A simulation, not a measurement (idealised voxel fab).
Process module heading - voxel air gaps
Section shown: cut. Width: 155 nm. Cell size: 5 nm, square.
How to read a cross-section here: the picture is a grid of square cells, written as bands going from the top down, and any band can span one or more rows of cells.
This entry defines a band. It first specifies the height of the band's top and the height of its bottom in nm, and then specifies the band's materials from left to right, stating each material with its width in nm. The word "edge to edge" identifies a single material that fills the band from edge to edge, while the word "air" identifies empty space.
Beneath 0, the wafer as received is one material, and that level is where height counting begins. The lowest band goes on downward without a bottom; it is written like "0..down".
Think of "30->40" as a width that walks from the first number to the second as you go down the band, top row to bottom row, taking equal-sized steps from row to row.
"no change occurred" for a step: no cell of the cross-section changed in that step.
Under "Internal closed voids" you'll find the enclosed gaps, the ones with no way out to the top, that are 8 cells or bigger; each reads width x height at distance, with distance counted from the left edge, everything in nm.
On each step's line, the part that comes after the settings is the simulator's own comment on the step.
A step line may carry the setting "overlay nm", which, for steps involving a mask, states the distance by which the mask lay to the right of its intended position; negative values denote displacement to the left.

-- The steps planned for the process are as follows
1) RECEIVE | material Si
2) CONFORMAL_DEP | material SiO2 | thk nm 10
3) CONFORMAL_DEP | material SiN | thk nm 5
4) DIRECTIONAL_DEP | material SiO2 | thk nm 30
5) DIRECTIONAL_DEP | material aC | thk nm 10
6) PATTERN | tone open | mask id LINES | material resist | width nm 20 | pitch nm 45 | thk nm 30 | overlay nm 0
7) DIRECTIONAL_ETCH | etch materials aC | depth nm 10
8) STRIP | etch materials resist
9) DIRECTIONAL_ETCH | etch materials SiO2 | depth nm 30
10) STRIP | etch materials aC
11) CONFORMAL_DEP | material TiN | thk nm 5
12) FILL_DEP | material Ru | thk nm 5
13) CMP | height nm 45
14) EPI | material Ru | thk nm 10
15) SELECTIVE_ETCH | etch materials SiO2 | depth nm 40
16) CONFORMAL_DEP | material SiCN | thk nm 5

-- Received-state cross-section, reflecting completion of step 1
  0..down: Si edge to edge
  Internal closed voids: none

-- Look at the cross-section after the module: the wafer started out the way shown above and the plan was the one shown above, yet one mistake was made along the way
  60..55: air=5, then SiCN=140, then air=10
  55..45: air=5, then SiCN=5, then Ru=40, then SiCN=5, then Ru=40, then SiCN=5, then Ru=40, then SiCN=5, then air=10
  45..40: air=5, then SiCN=15, then TiN=5, then SiN=10, then TiN=5, then SiCN=25, then TiN=5, then SiN=10, then TiN=5, then SiCN=25, then TiN=5, then SiN=10, then TiN=5, then SiCN=15, then air=10
  40..20: air=15, then SiCN=5, then TiN=5, then SiN=10, then TiN=5, then SiCN=5, then air=15, then SiCN=5, then TiN=5, then SiN=10, then TiN=5, then SiCN=5, then air=15, then SiCN=5, then TiN=5, then SiN=10, then TiN=5, then SiCN=5, then air=20
  20..15: SiCN=20, then TiN=20, then SiCN=25, then TiN=20, then SiCN=25, then TiN=20, then SiCN=25
  15..10: SiN edge to edge
  10..0: SiO2 edge to edge
  0..down: Si edge to edge
  Internal closed voids: 15 x 20 at 45; 15 x 20 at 90
Heads up, the wafer didn't run the way we planned it: the process deviated at step 12: the operation and settings actually run there were FILL_DEP | material SiN | thk nm 5
